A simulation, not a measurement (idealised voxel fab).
This section sets out a process module, namely voxel double patterning.
FYI the section here is cut, 155 nm wide, cells are 5 nm squares.
We lay out every cross-section as a grid of square cells and spell it out in bands from the top down, where one band means one or more rows of cells. First you get the band's top height and its bottom height, in nm, and then the materials it's made of, left to right, with each width in nm. If you see a single material with "edge to edge", that one covers the band edge to edge. "air" is empty space. Heights are reckoned from 0. Under this level, the received wafer is all of one material. The bottommost band is open-ended downward, for example "z 0 and below". Graded width ("30 to 40"): value in top row of band = first number; value in bottom row = second number; row-to-row change constant. Take "nothing different" at face value: in the step it is given for, the cross-section changed in none of its cells. "Closed internal voids": sealed empty spaces, 8 cells or more, no open way to top, listed width x height at distance, with distance from the left edge and width, height and distance in nm. Heads up: the bit after the settings on a step's line is the simulator's remark on that step. You can add "overlay nm" to a step's line. For a step with a mask, it describes how far the mask lay to the right of its planned position, and a negative number describes a lay to the left.

### This section lists the process steps that were planned
| 1 | RECEIVE: material Si |
| 2 | CONFORMAL_DEP: material SiO2, thk nm 5 |
| 3 | DIRECTIONAL_DEP: material polySi, thk nm 10 |
| 4 | DIRECTIONAL_DEP: material SiN, thk nm 10 |
| 5 | MASKED_ETCH: tone open, mask id FIRST, width nm 15, pitch nm 50, etch materials SiN, depth nm 10, overlay nm 0 |
| 6 | PATTERN: tone open, mask id SECOND, material resist, width nm 15, pitch nm 50, thk nm 15, overlay nm 0 |
| 7 | DIRECTIONAL_ETCH: etch materials SiN, depth nm 10 |
| 8 | STRIP: etch materials resist |
| 9 | DIRECTIONAL_ETCH: etch materials polySi, depth nm 10 |
| 10 | STRIP: etch materials SiN |

### Wafer cross-section on receipt, i.e. after step 1
  z 0 and below: Si edge to edge
  Closed internal voids: none

### Run as planned - first of the two wafers cross-sectioned at the end of the module
  z 15 to 5: polySi 20 / air 15 / polySi 10 / air 15 / polySi 10 / air 15 / polySi 10 / air 15 / polySi 10 / air 15 / polySi 20
  z 5 to 0: SiO2 edge to edge
  z 0 and below: Si edge to edge
  Closed internal voids: none

### Cross-section, wafer two of two, end of module: same start and plan as wafer one, one error in execution
  z 15 to 5: polySi 20 / air 15 / polySi 5 / air 15 / polySi 15 / air 15 / polySi 5 / air 15 / polySi 15 / air 15 / polySi 20
  z 5 to 0: SiO2 edge to edge
  z 0 and below: Si edge to edge
  Closed internal voids: none
So what did we get wrong on this run? step 6 ran as: PATTERN: tone open, mask id SECOND, material resist, width nm 15, pitch nm 50, thk nm 15, overlay nm -5
The two final wafers agree on how many cells each material fills and disagree on which cells those are.
